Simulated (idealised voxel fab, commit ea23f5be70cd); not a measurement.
process module | voxel released beams
cross-section cut | 295 nm wide | cells 5 nm
A cross-section is a grid of square cells, given in bands from the top down. A band is one or more rows of cells.
Each band's line starts with the height of the band's top and of its bottom, in nm. Then come its materials from left to right, each with its width in nm. One material with "throughout" fills the band from edge to edge. "air" is empty space.
Height 0 is the level under which the wafer as received is all one material. The lowest band goes on downwards, as in "0 down".
A width such as "30 to 40" changes by the same amount from each row of cells to the next, from the band's top row to its bottom row.
"no change" after a step means that no cell of the cross-section changed.
closed voids: empty space of 8 cells or more with no open way to the top, each as width x height at its distance from the left edge, in nm
after a step's settings: what the simulator itself notes on the step
overlay nm, on a step with a mask: how far to the right of its planned place the mask lay; to the left if negative
plan
1 op RECEIVE | material Si
2 op CONFORMAL_DEP | material SiN | thk nm 5
3 op DIRECTIONAL_DEP | material SiO2 | thk nm 15
4 op PATTERN | tone open | mask id ANCHOR | material resist | width nm 35 | thk nm 15 | overlay nm 0
5 op DIRECTIONAL_ETCH | etch materials SiO2 | depth nm 15
6 op STRIP | etch materials resist
7 op CONFORMAL_DEP | material polySi | thk nm 15
8 op DIRECTIONAL_DEP | material aC | thk nm 15
9 op PATTERN | tone cover | mask id BEAM | material resist | width nm 110 | thk nm 35 | overlay nm 0
10 op DIRECTIONAL_ETCH | etch materials aC | depth nm 15
11 op STRIP | etch materials resist
12 op DIRECTIONAL_ETCH | etch materials polySi | depth nm 15
13 op STRIP | etch materials aC
14 op STRIP | etch materials SiO2
as received, after step 1
  0 down: Si throughout
  closed voids: none
first wafer at the end, as planned
  35 to 20: air 90 | polySi 20 | air 5 | polySi 85 | air 95
  20 to 5: air 95 | polySi 35 | air 165
  5 to 0: SiN throughout
  0 down: Si throughout
  closed voids: none
second wafer at the end: like start, like plan, one mistake
  35 to 20: SiN 110 | air 5 | SiN 180
  20 to 5: SiO2 95 | SiN 35 | SiO2 165
  5 to 0: SiN throughout
  0 down: Si throughout
  closed voids: none
what went wrong: step 7 ran as: op CONFORMAL_DEP | material SiN | thk nm 15
at the end the second wafer has, in cells: 195 more of SiN | 156 more of SiO2 | 84 fewer of polySi
